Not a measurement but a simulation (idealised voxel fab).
Title: Process Module voxel transistor to metal
Square cell edge 5 nm, section width 210 nm, ID cut.
Just so we're on the same page, the cross-sections are grids of square cells, and they're listed out in bands top to bottom, each band one or more rows deep.
Within each band entry, the heights of the top and of the bottom of the band appear first, in that order and in nm; the materials of the band then follow from left to right, each with its corresponding width in nm. The designation "full width" on a single material indicates that it fills the band from edge to edge; the designation "air" indicates empty space.
It should be noted that heights are counted from 0, beneath which the wafer as supplied is of one material throughout, and that the lowest band possesses no lower boundary but continues downward, as written in "0 and below".
A two-number width, for instance "30..40", indicates that the width is equal to the first number in the top row of the band and to the second number in the bottom row, and that it changes by a constant amount per row of cells.
What does "no change" mean for a step? It means no cell of the cross-section changed in that step.
Enclosed voids (no open way to top), threshold 8 cells or more, entry "Trapped voids", notation width x height at distance, distance from left edge, nm.
What comes after the settings on a step's line is commentary from the simulator itself on that step.
The setting "overlay nm" may be written on the line of a step. When the step uses a mask, the value reports how far to the right of the planned place the mask lay, and a negative value reports that it lay to the left.

The planned process steps are enumerated hereunder:
| 1 | RECEIVE with material Si |
| 2 | CONFORMAL_DEP with material SiO2, thk nm 5 |
| 3 | CONFORMAL_DEP with material SiN, thk nm 15 |
| 4 | DIRECTIONAL_DEP with material aC, thk nm 10 |
| 5 | PATTERN with tone cover, mask id ACTIVE, material resist, width nm 115, thk nm 25, overlay nm 0 |
| 6 | DIRECTIONAL_ETCH with etch materials aC, depth nm 10 |
| 7 | STRIP with etch materials resist |
| 8 | DIRECTIONAL_ETCH with etch materials SiN, depth nm 15 |
| 9 | DIRECTIONAL_ETCH with etch materials SiO2, depth nm 5 |
| 10 | DIRECTIONAL_ETCH with etch materials Si, depth nm 20 |
| 11 | STRIP with etch materials aC |
| 12 | OXIDIZE with depth nm 5 |
| 13 | FILL_DEP with material SiO2, thk nm 15 |
| 14 | CMP with height nm 20 |
| 15 | SELECTIVE_ETCH with etch materials SiO2, depth nm 15 |
| 16 | STRIP with etch materials SiN |
| 17 | SELECTIVE_ETCH with etch materials SiO2, depth nm 5 |
| 18 | OXIDIZE with depth nm 5 |
| 19 | DIRECTIONAL_DEP with material polySi, thk nm 30 |
| 20 | DIRECTIONAL_DEP with material SiCN, thk nm 10 |
| 21 | PATTERN with tone cover, mask id GATE, material resist, width nm 25, thk nm 20, overlay nm 0 |
| 22 | DIRECTIONAL_ETCH with etch materials SiCN, depth nm 20 |
| 23 | DIRECTIONAL_ETCH with etch materials polySi, depth nm 40 |
| 24 | STRIP with etch materials resist |
| 25 | CONFORMAL_DEP with material SiO2, thk nm 5 |
| 26 | DIRECTIONAL_ETCH with etch materials SiO2, depth nm 5 |
| 27 | CONFORMAL_DEP with material SiN, thk nm 5 |
| 28 | DIRECTIONAL_ETCH with etch materials SiN, depth nm 5 |
| 29 | DIRECTIONAL_ETCH with etch materials SiO2, depth nm 5 |
| 30 | EPI with material SiGe, thk nm 5 |
| 31 | FILL_DEP with material SiO2, thk nm 10 |
| 32 | CMP with height nm 40 |
| 33 | DIRECTIONAL_DEP with material SiO2, thk nm 10 |
| 34 | MASKED_ETCH with tone open, mask id CONTACT, width nm 30, pitch nm 65, etch materials SiO2, depth nm 50, overlay nm 0 |
| 35 | CONFORMAL_DEP with material TiN, thk nm 5 |
| 36 | FILL_DEP with material W, thk nm 10 |
| 37 | CMP with height nm 50 |
| 38 | CONFORMAL_DEP with material SiN, thk nm 5 |
| 39 | DIRECTIONAL_DEP with material SiO2, thk nm 20 |
| 40 | MASKED_ETCH with tone open, mask id METAL_1, width nm 15, pitch nm 80, etch materials SiO2, depth nm 20, overlay nm 0 |
| 41 | MASKED_ETCH with tone open, mask id METAL_1, width nm 15, pitch nm 80, etch materials SiN, depth nm 5, overlay nm 0 |
| 42 | CONFORMAL_DEP with material TiN, thk nm 5 |
| 43 | FILL_DEP with material W, thk nm 10 |
| 44 | CMP with height nm 75 |
| 45 | EPI with material Ru, thk nm 5 |
| 46 | FILL_DEP with material SiCN, thk nm 5 |

Wafer cross-section on receipt, i.e. after step 1:
	0 and below = Si full width
	Trapped voids: none

Cross-section taken at module completion on the first of two wafers; processed per the plan:
	85 down to 80 = SiCN full width
	80 down to 75 = 50 of SiCN, then 25 of Ru, then 55 of SiCN, then 25 of Ru, then 55 of SiCN
	75 down to 55 = 55 of SiO2, then 5 of TiN, then 5 of W, then 5 of TiN, then 65 of SiO2, then 5 of TiN, then 5 of W, then 5 of TiN, then 60 of SiO2
	55 down to 50 = 55 of SiN, then 15 of TiN, then 65 of SiN, then 15 of TiN, then 60 of SiN
	50 down to 40 = 55 of SiO2, then 5 of TiN, then 20..15 of W, then 5..10 of TiN, then 35 of SiO2, then 5..10 of TiN, then 20..15 of W, then 5 of TiN, then 60 of SiO2
	40 down to 30 = 55 of SiO2, then 5 of TiN, then 15 of W, then 5 of TiN, then 5 of SiN, then 5 of SiO2, then 25 of SiCN, then 5 of SiO2, then 5 of SiN, then 5 of TiN, then 15 of W, then 5 of TiN, then 60 of SiO2
	30 down to 5 = 55 of SiO2, then 5 of TiN, then 15 of W, then 5 of TiN, then 5 of SiN, then 5 of SiO2, then 25 of polySi, then 5 of SiO2, then 5 of SiN, then 5 of TiN, then 15 of W, then 5 of TiN, then 60 of SiO2
	5 down to 0 = 55 of SiO2, then 25 of TiN, then 5 of SiN, then 5 of SiO2, then 25 of polySi, then 5 of SiO2, then 5 of SiN, then 25 of TiN, then 60 of SiO2
	0 down to -5 = 45 of SiO2, then 35 of SiGe, then 45 of SiO2, then 35 of SiGe, then 50 of SiO2
	-5 down to -25 = 50 of SiO2, then 105 of Si, then 55 of SiO2
	-25 and below = Si full width
	Trapped voids: none

So this is wafer number two of the two, cut at the end of the module - it started where the first did and had the same plan, we just got one thing wrong running it:
	85 down to 80 = SiCN full width
	80 down to 75 = 50 of SiCN, then 25 of Ru, then 55 of SiCN, then 25 of Ru, then 55 of SiCN
	75 down to 70 = 55 of SiO2, then 5 of TiN, then 5 of W, then 5 of TiN, then 65 of SiO2, then 5 of TiN, then 5 of W, then 5 of TiN, then 60 of SiO2
	70 down to 65 = 55 of SiN, then 15 of TiN, then 65 of SiN, then 15 of TiN, then 60 of SiN
	65 down to 55 = W full width
	55 down to 50 = 60 of TiN, then 20 of W, then 45 of TiN, then 20 of W, then 65 of TiN
	50 down to 40 = 55 of SiO2, then 5 of TiN, then 20..15 of W, then 5..10 of TiN, then 35 of SiO2, then 5..10 of TiN, then 20..15 of W, then 5 of TiN, then 60 of SiO2
	40 down to 30 = 55 of SiO2, then 5 of TiN, then 15 of W, then 5 of TiN, then 5 of SiN, then 5 of SiO2, then 25 of SiCN, then 5 of SiO2, then 5 of SiN, then 5 of TiN, then 15 of W, then 5 of TiN, then 60 of SiO2
	30 down to 5 = 55 of SiO2, then 5 of TiN, then 15 of W, then 5 of TiN, then 5 of SiN, then 5 of SiO2, then 25 of polySi, then 5 of SiO2, then 5 of SiN, then 5 of TiN, then 15 of W, then 5 of TiN, then 60 of SiO2
	5 down to 0 = 55 of SiO2, then 25 of TiN, then 5 of SiN, then 5 of SiO2, then 25 of polySi, then 5 of SiO2, then 5 of SiN, then 25 of TiN, then 60 of SiO2
	0 down to -5 = 45 of SiO2, then 35 of SiGe, then 45 of SiO2, then 35 of SiGe, then 50 of SiO2
	-5 down to -25 = 50 of SiO2, then 105 of Si, then 55 of SiO2
	-25 and below = Si full width
	Trapped voids: none
The mistake made against the process plan was this: plan step 37 never ran because it was skipped
Per the end-of-run cell counts, the second wafer holds more or fewer of some materials than the first: SiO2: 108 fewer; TiN: 22 more; W: 86 more
